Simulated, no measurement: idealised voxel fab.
Process module under the name voxel plated lines
Section cut is 225 nm wide and gridded with 5 nm square cells.
Cross-section, as written here: a square-cell grid given band by band from the top down, where a band holds one or more rows of cells.
Band: top and bottom heights (nm) first, top before bottom; then materials from left to right, widths in nm. "throughout" marks a sole material filling the band edge to edge. "air" denotes empty space.
Height 0 is the level under which the wafer as received is all one material. The lowest band goes on downwards, as in "z 0 and below".
Per-row width for "30..40": begins at first number (top row of band), ends at second number (bottom row), increment between rows held constant.
A step reported as "nothing different" is a step in which no cell of the cross-section changed.
The list in "Enclosed void list" covers empty spaces of 8 cells or more that cannot reach the top through any open way, and it gives each as width x height at distance; the distance is from the left edge, and width, height and distance are in nm.
The remark found on a step's line after its settings is issued by the simulator itself and pertains to that step.
"overlay nm" on a masked step: distance the mask lay right of its planned place, negative for left.
-- Here's what the planned process steps look like
1,RECEIVE,material Si
2,CONFORMAL_DEP,material Al2O3,thk nm 10
3,DIRECTIONAL_DEP,material TiN,thk nm 5
4,PATTERN,tone open,mask id LINES,material resist,width nm 15,pitch nm 35,thk nm 40,overlay nm 0
5,EPI,material Ru,thk nm 10
6,EPI,material Ru,thk nm 5
7,EPI,material Ru,thk nm 10
8,STRIP,etch materials resist
9,DIRECTIONAL_ETCH,etch materials TiN,depth nm 5
10,CONFORMAL_DEP,material SiN,thk nm 5
-- Below: the first of two wafers, run as planned
-- Incoming wafer in cross-section (state: after step 1)
  z 0 and below  Si throughout
  Enclosed void list: none
-- Step 2 complete: cross-section through the wafer
  z 10 to 0  Al2O3 throughout
  Nothing below the height 0 has changed.
-- Step 3 complete: cross-section through the wafer
  z 15 to 10  TiN throughout
  Nothing below the height 10 has changed.
-- Step 4 complete: cross-section through the wafer
  z 55 to 15  resist 85 nm; air 15 nm; resist 20 nm; air 15 nm; resist 90 nm
  Nothing below the height 15 has changed.
-- Step 5 complete: cross-section through the wafer
  z 55 to 25  resist 85 nm; air 15 nm; resist 20 nm; air 15 nm; resist 90 nm
  z 25 to 15  resist 85 nm; Ru 15 nm; resist 20 nm; Ru 15 nm; resist 90 nm
  Nothing below the height 15 has changed.
-- Step 6 complete: cross-section through the wafer
  z 55 to 30  resist 85 nm; air 15 nm; resist 20 nm; air 15 nm; resist 90 nm
  z 30 to 15  resist 85 nm; Ru 15 nm; resist 20 nm; Ru 15 nm; resist 90 nm
  Nothing below the height 15 has changed.
-- Step 7 complete: cross-section through the wafer
  z 55 to 40  resist 85 nm; air 15 nm; resist 20 nm; air 15 nm; resist 90 nm
  z 40 to 15  resist 85 nm; Ru 15 nm; resist 20 nm; Ru 15 nm; resist 90 nm
  Nothing below the height 15 has changed.
-- Step 8 complete: cross-section through the wafer
  z 40 to 15  air 85 nm; Ru 15 nm; air 20 nm; Ru 15 nm; air 90 nm
  Nothing below the height 15 has changed.
-- Step 9 complete: cross-section through the wafer
  z 40 to 15  air 85 nm; Ru 15 nm; air 20 nm; Ru 15 nm; air 90 nm
  z 15 to 10  air 85 nm; TiN 15 nm; air 20 nm; TiN 15 nm; air 90 nm
  Nothing below the height 10 has changed.
-- Step 10 complete: cross-section through the wafer
  z 45 to 40  air 80 nm; SiN 25 nm; air 10 nm; SiN 25 nm; air 85 nm
  z 40 to 15  air 80 nm; SiN 5 nm; Ru 15 nm; SiN 5 nm; air 10 nm; SiN 5 nm; Ru 15 nm; SiN 5 nm; air 85 nm
  z 15 to 10  SiN 85 nm; TiN 15 nm; SiN 20 nm; TiN 15 nm; SiN 90 nm
  Nothing below the height 10 has changed.
-- For the second wafer, take the first wafer's start and plan, then add one mistake made in running it; everything through step 3, that step included, is shared with the first
-- Cross-sectional view of the second wafer at the intended end time of process step 4
  z 55 to 15  air 85 nm; resist 15 nm; air 20 nm; resist 15 nm; air 90 nm
  Nothing below the height 15 has changed.
-- Cross-sectional view of the second wafer at the intended end time of process step 5
  z 55 to 25  air 85 nm; resist 15 nm; air 20 nm; resist 15 nm; air 90 nm
  z 25 to 15  Ru 85 nm; resist 15 nm; Ru 20 nm; resist 15 nm; Ru 90 nm
  Nothing below the height 15 has changed.
-- Cross-sectional view of the second wafer at the intended end time of process step 6
  z 55 to 30  air 85 nm; resist 15 nm; air 20 nm; resist 15 nm; air 90 nm
  z 30 to 15  Ru 85 nm; resist 15 nm; Ru 20 nm; resist 15 nm; Ru 90 nm
  Nothing below the height 15 has changed.
-- Cross-sectional view of the second wafer at the intended end time of process step 7
  z 55 to 40  air 85 nm; resist 15 nm; air 20 nm; resist 15 nm; air 90 nm
  z 40 to 15  Ru 85 nm; resist 15 nm; Ru 20 nm; resist 15 nm; Ru 90 nm
  Nothing below the height 15 has changed.
-- Cross-sectional view of the second wafer at the intended end time of process step 8
  z 40 to 15  Ru 85 nm; air 15 nm; Ru 20 nm; air 15 nm; Ru 90 nm
  Nothing below the height 15 has changed.
-- Cross-sectional view of the second wafer at the intended end time of process step 9
  z 40 to 15  Ru 85 nm; air 15 nm; Ru 20 nm; air 15 nm; Ru 90 nm
  z 15 to 10  TiN 85 nm; air 15 nm; TiN 20 nm; air 15 nm; TiN 90 nm
  Nothing below the height 10 has changed.
-- Cross-sectional view of the second wafer at the intended end time of process step 10
  z 45 to 40  SiN 90 nm; air 5 nm; SiN 30 nm; air 5 nm; SiN 95 nm
  z 40 to 15  Ru 85 nm; SiN 5 nm; air 5 nm; SiN 5 nm; Ru 20 nm; SiN 5 nm; air 5 nm; SiN 5 nm; Ru 90 nm
  z 15 to 10  TiN 85 nm; SiN 15 nm; TiN 20 nm; SiN 15 nm; TiN 90 nm
  Nothing below the height 10 has changed.
What was done differently from what was planned? contrary to plan, step 4 was performed as PATTERN,tone cover,mask id LINES,material resist,width nm 15,pitch nm 35,thk nm 40,overlay nm 0
Count the cells at the end and the second wafer has more or fewer of some materials than the first: 165 more of Ru, 33 more of TiN
